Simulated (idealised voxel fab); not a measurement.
Module name: voxel released beams (process module)
Displayed cross-section: cut, width of 270 nm, square cells sized 5 nm.
Square cells in a grid make up a cross-section in this document, and the grid is given as bands, listed from the top down, each one or more rows of cells. Within each band entry, the heights of the top and of the bottom of the band appear first, in that order and in nm; the materials of the band then follow from left to right, each with its corresponding width in nm. The designation "everywhere" on a single material indicates that it fills the band from edge to edge; the designation "air" indicates empty space. Note: height 0 marks the level under which the wafer is uniformly one material as received. Lowest band unbounded below, written "0 -> down". A width such as "30..40" changes by the same amount from each row of cells to the next, from the band's top row to its bottom row. Step note "no modifications" = no cross-section cell changed. In "Sealed internal voids" the enclosed voids are listed, meaning empty spaces of 8 cells or larger without any opening to the top. The form is width x height at distance, distance from the left edge, units nm. Heads up: the bit after the settings on a step's line is the simulator's remark on that step. overlay nm: on a step with a mask, how far right of its planned place the mask lay; negative means left.

This section lists the process steps that were planned:
1,RECEIVE,material Si
2,CONFORMAL_DEP,material Al2O3,thk nm 5
3,DIRECTIONAL_DEP,material SiO2,thk nm 15
4,DIRECTIONAL_DEP,material aC,thk nm 10
5,PATTERN,tone open,mask id ANCHOR,material resist,width nm 35,thk nm 30,overlay nm 0
6,DIRECTIONAL_ETCH,etch materials aC,depth nm 10
7,STRIP,etch materials resist
8,DIRECTIONAL_ETCH,etch materials SiO2,depth nm 15
9,STRIP,etch materials aC
10,CONFORMAL_DEP,material SiN,thk nm 10
11,DIRECTIONAL_DEP,material aC,thk nm 10
12,PATTERN,tone cover,mask id BEAM,material resist,width nm 105,thk nm 25,overlay nm 0
13,DIRECTIONAL_ETCH,etch materials aC,depth nm 10
14,STRIP,etch materials resist
15,DIRECTIONAL_ETCH,etch materials SiN,depth nm 10
16,STRIP,etch materials aC
17,STRIP,etch materials SiO2

The first of the two wafers, which ran as planned:

Step 1 complete: cross-section of the wafer as received:
> 0 -> down: Si everywhere
> Sealed internal voids: none

How the wafer stands in section after step 2:
> 5 -> 0: Al2O3 everywhere
> For the remainder of the cross-section, below 0, there is no change.

How the wafer stands in section after step 3:
> 20 -> 5: SiO2 everywhere
> For the remainder of the cross-section, below 5, there is no change.

How the wafer stands in section after step 4:
> 30 -> 20: aC everywhere
> For the remainder of the cross-section, below 20, there is no change.

How the wafer stands in section after step 5:
> 60 -> 30: resist: 85 / air: 35 / resist: 150
> For the remainder of the cross-section, below 30, there is no change.

How the wafer stands in section after step 6:
> 50 -> 30: resist: 85 / air: 35 / resist: 150
> 30 -> 20: aC: 85 / air: 35 / aC: 150
> For the remainder of the cross-section, below 20, there is no change.

How the wafer stands in section after step 7:
> 30 -> 20: aC: 85 / air: 35 / aC: 150
> For the remainder of the cross-section, below 20, there is no change.

How the wafer stands in section after step 8:
> 30 -> 20: aC: 85 / air: 35 / aC: 150
> 20 -> 5: SiO2: 85 / air: 35 / SiO2: 150
> For the remainder of the cross-section, below 5, there is no change.

How the wafer stands in section after step 9:
> 20 -> 5: SiO2: 85 / air: 35 / SiO2: 150
> For the remainder of the cross-section, below 5, there is no change.

How the wafer stands in section after step 10:
> 30 -> 20: SiN: 95 / air: 15 / SiN: 160
> 20 -> 15: SiO2: 85 / SiN: 10 / air: 15 / SiN: 10 / SiO2: 150
> 15 -> 5: SiO2: 85 / SiN: 35 / SiO2: 150
> For the remainder of the cross-section, below 5, there is no change.

How the wafer stands in section after step 11:
> 40 -> 30: aC: 95 / air: 15 / aC: 160
> 30 -> 25: SiN: 95 / air: 15 / SiN: 160
> 25 -> 20: SiN: 95 / aC: 15 / SiN: 160
> 20 -> 15: SiO2: 85 / SiN: 10 / aC: 15 / SiN: 10 / SiO2: 150
> For the remainder of the cross-section, below 15, there is no change.

How the wafer stands in section after step 12:
> 65 -> 40: air: 80 / resist: 105 / air: 85
> 40 -> 30: aC: 95 / resist: 15 / aC: 160
> 30 -> 25: SiN: 95 / resist: 15 / SiN: 160
> For the remainder of the cross-section, below 25, there is no change.

How the wafer stands in section after step 13:
> 55 -> 40: air: 80 / resist: 105 / air: 85
> 40 -> 30: air: 80 / aC: 15 / resist: 15 / aC: 75 / air: 85
> For the remainder of the cross-section, below 30, there is no change.

How the wafer stands in section after step 14:
> 40 -> 30: air: 80 / aC: 15 / air: 15 / aC: 75 / air: 85
> 30 -> 25: SiN: 95 / air: 15 / SiN: 160
> For the remainder of the cross-section, below 25, there is no change.

How the wafer stands in section after step 15:
> 40 -> 30: air: 80 / aC: 15 / air: 15 / aC: 75 / air: 85
> 30 -> 25: air: 80 / SiN: 15 / air: 15 / SiN: 75 / air: 85
> 25 -> 20: air: 80 / SiN: 15 / aC: 15 / SiN: 75 / air: 85
> For the remainder of the cross-section, below 20, there is no change.

How the wafer stands in section after step 16:
> 30 -> 20: air: 80 / SiN: 15 / air: 15 / SiN: 75 / air: 85
> 20 -> 15: SiO2: 85 / SiN: 10 / air: 15 / SiN: 10 / SiO2: 150
> For the remainder of the cross-section, below 15, there is no change.

How the wafer stands in section after step 17:
> 30 -> 20: air: 80 / SiN: 15 / air: 15 / SiN: 75 / air: 85
> 20 -> 15: air: 85 / SiN: 10 / air: 15 / SiN: 10 / air: 150
> 15 -> 5: air: 85 / SiN: 35 / air: 150
> For the remainder of the cross-section, below 5, there is no change.

The remaining wafer, second of the two, started like the first and was run to the same plan, except that one mistake was made along the way; the two coincide through step 4, inclusive:

Cross-sectional view of the second wafer at the intended end time of process step 5:
> 60 -> 30: air: 85 / resist: 35 / air: 150
> For the remainder of the cross-section, below 30, there is no change.

Cross-sectional view of the second wafer at the intended end time of process step 6:
> 50 -> 30: air: 85 / resist: 35 / air: 150
> 30 -> 20: air: 85 / aC: 35 / air: 150
> For the remainder of the cross-section, below 20, there is no change.

Cross-sectional view of the second wafer at the intended end time of process step 7:
> 30 -> 20: air: 85 / aC: 35 / air: 150
> For the remainder of the cross-section, below 20, there is no change.

Cross-sectional view of the second wafer at the intended end time of process step 8:
> 30 -> 20: air: 85 / aC: 35 / air: 150
> 20 -> 5: air: 85 / SiO2: 35 / air: 150
> For the remainder of the cross-section, below 5, there is no change.

Cross-sectional view of the second wafer at the intended end time of process step 9:
> 20 -> 5: air: 85 / SiO2: 35 / air: 150
> For the remainder of the cross-section, below 5, there is no change.

Cross-sectional view of the second wafer at the intended end time of process step 10:
> 30 -> 20: air: 75 / SiN: 55 / air: 140
> 20 -> 15: air: 75 / SiN: 10 / SiO2: 35 / SiN: 10 / air: 140
> 15 -> 5: SiN: 85 / SiO2: 35 / SiN: 150
> For the remainder of the cross-section, below 5, there is no change.

Cross-sectional view of the second wafer at the intended end time of process step 11:
> 40 -> 30: air: 75 / aC: 55 / air: 140
> 30 -> 25: air: 75 / SiN: 55 / air: 140
> 25 -> 20: aC: 75 / SiN: 55 / aC: 140
> 20 -> 15: aC: 75 / SiN: 10 / SiO2: 35 / SiN: 10 / aC: 140
> For the remainder of the cross-section, below 15, there is no change.

Cross-sectional view of the second wafer at the intended end time of process step 12:
> 65 -> 40: air: 80 / resist: 105 / air: 85
> 40 -> 30: air: 75 / aC: 55 / resist: 55 / air: 85
> 30 -> 25: air: 75 / SiN: 55 / resist: 55 / air: 85
> For the remainder of the cross-section, below 25, there is no change.

Cross-sectional view of the second wafer at the intended end time of process step 13:
> 55 -> 40: air: 80 / resist: 105 / air: 85
> 40 -> 30: air: 80 / aC: 50 / resist: 55 / air: 85
> 30 -> 25: air: 75 / SiN: 55 / resist: 55 / air: 85
> 25 -> 20: air: 75 / SiN: 55 / aC: 55 / air: 85
> 20 -> 15: air: 75 / SiN: 10 / SiO2: 35 / SiN: 10 / aC: 55 / air: 85
> For the remainder of the cross-section, below 15, there is no change.

Cross-sectional view of the second wafer at the intended end time of process step 14:
> 40 -> 30: air: 80 / aC: 50 / air: 140
> 30 -> 25: air: 75 / SiN: 55 / air: 140
> For the remainder of the cross-section, below 25, there is no change.

Cross-sectional view of the second wafer at the intended end time of process step 15:
> 40 -> 30: air: 80 / aC: 50 / air: 140
> 30 -> 25: air: 80 / SiN: 50 / air: 140
> 25 -> 20: air: 80 / SiN: 50 / aC: 55 / air: 85
> 20 -> 15: air: 75 / SiN: 10 / SiO2: 35 / SiN: 10 / aC: 55 / air: 85
> 15 -> 5: air: 75 / SiN: 10 / SiO2: 35 / SiN: 65 / air: 85
> For the remainder of the cross-section, below 5, there is no change.

Cross-sectional view of the second wafer at the intended end time of process step 16:
> 30 -> 20: air: 80 / SiN: 50 / air: 140
> 20 -> 15: air: 75 / SiN: 10 / SiO2: 35 / SiN: 10 / air: 140
> For the remainder of the cross-section, below 15, there is no change.

Cross-sectional view of the second wafer at the intended end time of process step 17: no modifications
Against the plan, the run slipped here: step 5 changed vs plan, executed as PATTERN,tone cover,mask id ANCHOR,material resist,width nm 35,thk nm 30,overlay nm 0
Heads up, by the end the second wafer has more or fewer cells of some materials compared to the first: SiO2 +21
